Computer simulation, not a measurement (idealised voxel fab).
Herein follows the process module entitled voxel self aligned vias.
Each square cell in cross-section cut measures 5 nm, and the section as a whole is 300 nm wide.
A cross-section is written here as square cells arranged in a grid, and it is given in bands from the top down, each band taking up one or more rows of cells. Basically the band line says how high the top is and how high the bottom is, in nm, and then what's in it from left to right, every material with its width in nm. Empty space shows up as "blank", and if a single material carries "edge to edge" it runs the full band edge to edge. Where do heights start? At 0: under that level the wafer as delivered is made of one material only. And the lowest band has no floor; it just carries on downward, as in "z 0 and below". The notation "30..40" denotes a width that varies across the rows of cells in the band, beginning at the first number in the top row, finishing at the second number in the bottom row, and changing by an identical amount from each row to the next. Basically "nothing different" means that step didn't change any cell in the cross-section. "Cavities, closed": empty spaces of 8 cells or more with no open way to the top, each given as width x height at distance, distance from the left edge, all in nm. Read whatever lies past the settings on a step's line as the simulator's own remark about the step. overlay nm: where the mask lay relative to plan, measured to the right, on steps with a mask; negatives go left.

Planned process steps:
- 1: RECEIVE with material Si
- 2: CONFORMAL_DEP with material SiO2, thk nm 10
- 3: CONFORMAL_DEP with material SiCN, thk nm 5
- 4: DIRECTIONAL_DEP with material lowk, thk nm 25
- 5: PATTERN with tone open, mask id LINES, material resist, width nm 25, pitch nm 50, thk nm 20, overlay nm 0
- 6: DIRECTIONAL_ETCH with etch materials lowk, depth nm 25
- 7: STRIP with etch materials resist
- 8: CONFORMAL_DEP with material TiN, thk nm 5
- 9: FILL_DEP with material W, thk nm 5
- 10: CMP with height nm 40
- 11: SELECTIVE_ETCH with etch materials W Ru TiN, depth nm 5
- 12: FILL_DEP with material SiN, thk nm 10
- 13: CMP with height nm 40
- 14: DIRECTIONAL_DEP with material lowk, thk nm 15
- 15: MASKED_ETCH with tone open, mask id VIAS, width nm 35, pitch nm 50, etch materials lowk, depth nm 15, overlay nm 0
- 16: MASKED_ETCH with tone open, mask id VIAS, width nm 35, pitch nm 50, etch materials SiN, depth nm 5, overlay nm 0
- 17: CONFORMAL_DEP with material TiN, thk nm 5
- 18: FILL_DEP with material Cu, thk nm 10
- 19: CMP with height nm 55
- 20: CONFORMAL_DEP with material SiN, thk nm 5

Cross-section of the incoming wafer, state after step 1:
> z 0 and below | Si edge to edge
> Cavities, closed: none

Here's the wafer cut in cross-section after the module, started and planned just like above, except one thing was done wrong in the run:
> z 60 to 55 | SiN edge to edge
> z 55 to 45 | 105 nm lowk | 5 nm TiN | 25 nm Cu | 5 nm TiN | 15 nm lowk | 5 nm TiN | 25 nm Cu | 5 nm TiN | 110 nm lowk
> z 45 to 40 | 105 nm lowk | 5 nm TiN | 10 nm Cu | 20 nm TiN | 15 nm lowk | 5 nm TiN | 10 nm Cu | 20 nm TiN | 110 nm lowk
> z 40 to 35 | 100 nm lowk | 5 nm SiN | 20 nm TiN | 25 nm lowk | 5 nm SiN | 20 nm TiN | 125 nm lowk
> z 35 to 20 | 100 nm lowk | 5 nm TiN | 15 nm W | 5 nm TiN | 25 nm lowk | 5 nm TiN | 15 nm W | 5 nm TiN | 125 nm lowk
> z 20 to 15 | 100 nm lowk | 25 nm TiN | 25 nm lowk | 25 nm TiN | 125 nm lowk
> z 15 to 10 | SiCN edge to edge
> z 10 to 0 | SiO2 edge to edge
> z 0 and below | Si edge to edge
> Cavities, closed: none
What was done differently from what was planned? step 5 was processed under conditions differing from the plan, specifically as PATTERN with tone open, mask id LINES, material resist, width nm 25, pitch nm 50, thk nm 20, overlay nm -10
